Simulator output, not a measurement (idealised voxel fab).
This is a process module. Its name is voxel released beams.
The cross-section shown here is cut; it is 215 nm wide and divided into square cells measuring 5 nm on a side.
A cross-section in this document is a grid of square cells, and it is written down as bands, the top band listed before the ones below it; a band is made up of one or more rows of cells.
Look at the band entry: it leads with the top's height and the bottom's height in nm. Then it lists the materials left to right, with a width in nm for each. The word "edge to edge" on a single material says that material fills the band edge to edge. The word "empty" is empty space.
The level at which height equals 0 is the one under which the wafer, as it arrives, is entirely one material. No lower edge exists for the bottom band, which continues downward and is notated as in "0 nm and below".
The two numbers in a width such as "30..40" mark its ends across the band: the first belongs to the top row of cells, the second to the bottom row, and from each row to the next the width moves by the same amount.
"no modification" means the step left every cell of the cross-section as it was.
Entry "Enclosed void catalog". Content: empty spaces with no open connection to the top, size 8 cells or greater. Each: width x height at distance. Distance: from left edge. Unit: nm.
Whatever follows a step's settings on its line is a remark the simulator itself makes about that step.
"overlay nm" answers the question of how far to the right of plan the mask lay on a step that has a mask, and when it is negative the answer is to the left.
**Here's what the planned process steps look like**
1: RECEIVE, material Si
2: CONFORMAL_DEP, material Al2O3, thk nm 5
3: DIRECTIONAL_DEP, material SiO2, thk nm 15
4: DIRECTIONAL_DEP, material aC, thk nm 15
5: PATTERN, tone open, mask id ANCHOR, material resist, width nm 35, thk nm 35, overlay nm 0
6: DIRECTIONAL_ETCH, etch materials aC, depth nm 15
7: STRIP, etch materials resist
8: DIRECTIONAL_ETCH, etch materials SiO2, depth nm 15
9: STRIP, etch materials aC
10: CONFORMAL_DEP, material SiN, thk nm 15
11: PATTERN, tone cover, mask id BEAM, material resist, width nm 95, thk nm 15, overlay nm 0
12: DIRECTIONAL_ETCH, etch materials SiN, depth nm 15
13: STRIP, etch materials resist
14: STRIP, etch materials SiO2
**So this is the incoming wafer in cross-section - it's already been through step 1**
    0 nm and below: Si edge to edge
    Enclosed void catalog: none
**First of two wafers, end-of-module section, run followed plan**
    35 nm to 20 nm: 55 empty, 20 SiN, 5 empty, 70 SiN, 65 empty
    20 nm to 5 nm: 60 empty, 35 SiN, 120 empty
    5 nm to 0 nm: Al2O3 edge to edge
    0 nm and below: Si edge to edge
    Enclosed void catalog: none
**Here is the second of the two wafers cut open at the end of the module - same start, same plan as the first one, but we made one mistake running it**
    35 nm to 20 nm: 55 empty, 55 SiN, 105 empty
    20 nm to 5 nm: 45 empty, 15 SiN, 35 SiO2, 55 SiN, 65 empty
    5 nm to 0 nm: Al2O3 edge to edge
    0 nm and below: Si edge to edge
    Enclosed void catalog: none
Want to know what went wrong? in deviation from the planned setting, step 5 was conducted as PATTERN, tone cover, mask id ANCHOR, material resist, width nm 35, thk nm 35, overlay nm 0
It is noted that, at the conclusion of processing, the second wafer exhibits a higher or lower cell count for certain materials relative to the first: SiO2 +21
